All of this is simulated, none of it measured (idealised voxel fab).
The process module presented herein is designated voxel gate over fins.
Displayed cross-section: cut, width of 190 nm, square cells sized 5 nm.
Think of the cross-section as a grid of square cells. We describe it in bands, top to bottom, and each band covers one or more rows of those cells.
Heights first: top, then bottom, in nm. Then materials, left to right, each with a width in nm. "full width" on a single material: fills the band edge to edge. "blank": empty space.
Height is counted from the level 0, under which the received wafer is composed throughout of one material. The lowest of the bands is not closed at the bottom but continues downward, in the notation "z 0 and below".
Width spec "30 to 40" -> top row of cells at first value, bottom row at second value, equal per-row change in between.
Given "nothing was modified" for a step, no cell of the cross-section differs between before and after that step.
The list in "Catalogued sealed voids" covers empty spaces of 8 cells or more that cannot reach the top through any open way, and it gives each as width x height at distance; the distance is from the left edge, and width, height and distance are in nm.
Where a step's line continues beyond its settings, the continuation is a remark by the simulator itself on that step.
For masked steps, "overlay nm" on the step line gives how far right of plan the mask actually lay; a minus sign means it lay to the left.

[List of planned process steps]
| 1 | RECEIVE | material Si |
| 2 | CONFORMAL_DEP | material SiN | thk nm 5 |
| 3 | DIRECTIONAL_DEP | material aC | thk nm 15 |
| 4 | PATTERN | tone cover | mask id FINS | material resist | width nm 15 | pitch nm 40 | thk nm 30 | overlay nm 0 |
| 5 | DIRECTIONAL_ETCH | etch materials aC | depth nm 15 |
| 6 | STRIP | etch materials resist |
| 7 | DIRECTIONAL_ETCH | etch materials SiN | depth nm 5 |
| 8 | DIRECTIONAL_ETCH | etch materials Si | depth nm 35 |
| 9 | STRIP | etch materials aC |
| 10 | FILL_DEP | material SiO2 | thk nm 15 |
| 11 | CMP | height nm 5 |
| 12 | SELECTIVE_ETCH | etch materials SiO2 | depth nm 15 |
| 13 | STRIP | etch materials SiN |
| 14 | CONFORMAL_DEP | material HfO2 | thk nm 5 |
| 15 | CONFORMAL_DEP | material TiN | thk nm 5 |
| 16 | FILL_DEP | material W | thk nm 15 |
| 17 | CMP | height nm 20 |
| 18 | CONFORMAL_DEP | material SiN | thk nm 10 |

[As-received wafer cross-section (after step 1)]
* z 0 and below = Si full width
* Catalogued sealed voids: none

[The first of two wafers, cross-sectioned at the end of the module, with the run proceeding as planned]
* z 30 to 20 = SiN full width
* z 20 to 10 = W full width
* z 10 to 5 = W (55), TiN (35), W (5), TiN (35), W (60)
* z 5 to 0 = W (55), TiN (5), HfO2 (25), TiN (5), W (5), TiN (5), HfO2 (25), TiN (5), W (60)
* z 0 to -5 = TiN (60), HfO2 (5), Si (15), HfO2 (5), TiN (15), HfO2 (5), Si (15), HfO2 (5), TiN (65)
* z -5 to -10 = HfO2 (65), Si (15), HfO2 (25), Si (15), HfO2 (70)
* z -10 to -35 = SiO2 (65), Si (15), SiO2 (25), Si (15), SiO2 (70)
* z -35 and below = Si full width
* Catalogued sealed voids: none

[Wafer two (of two), end-of-module cross-section: start = wafer one, plan = wafer one, one run mistake]
* z 30 to 20 = SiN full width
* z 20 to 10 = W full width
* z 10 to 5 = TiN full width
* z 5 to 0 = HfO2 (70), TiN (5), HfO2 (35), TiN (5), HfO2 (75)
* z 0 to -5 = Si (65), HfO2 (5), TiN (5), HfO2 (5), Si (25), HfO2 (5), TiN (5), HfO2 (5), Si (70)
* z -5 to -10 = Si (65), HfO2 (15), Si (25), HfO2 (15), Si (70)
* z -10 to -35 = Si (65), SiO2 (15), Si (25), SiO2 (15), Si (70)
* z -35 and below = Si full width
* Catalogued sealed voids: none
what went wrong: step 4 ran with different settings than intended, the actual operation and settings being PATTERN | tone open | mask id FINS | material resist | width nm 15 | pitch nm 40 | thk nm 30 | overlay nm 0
Bottom line after processing is that, in cells, the second wafer is up or down on some materials versus the first: Si +182; SiO2 -130; TiN -4; W -48
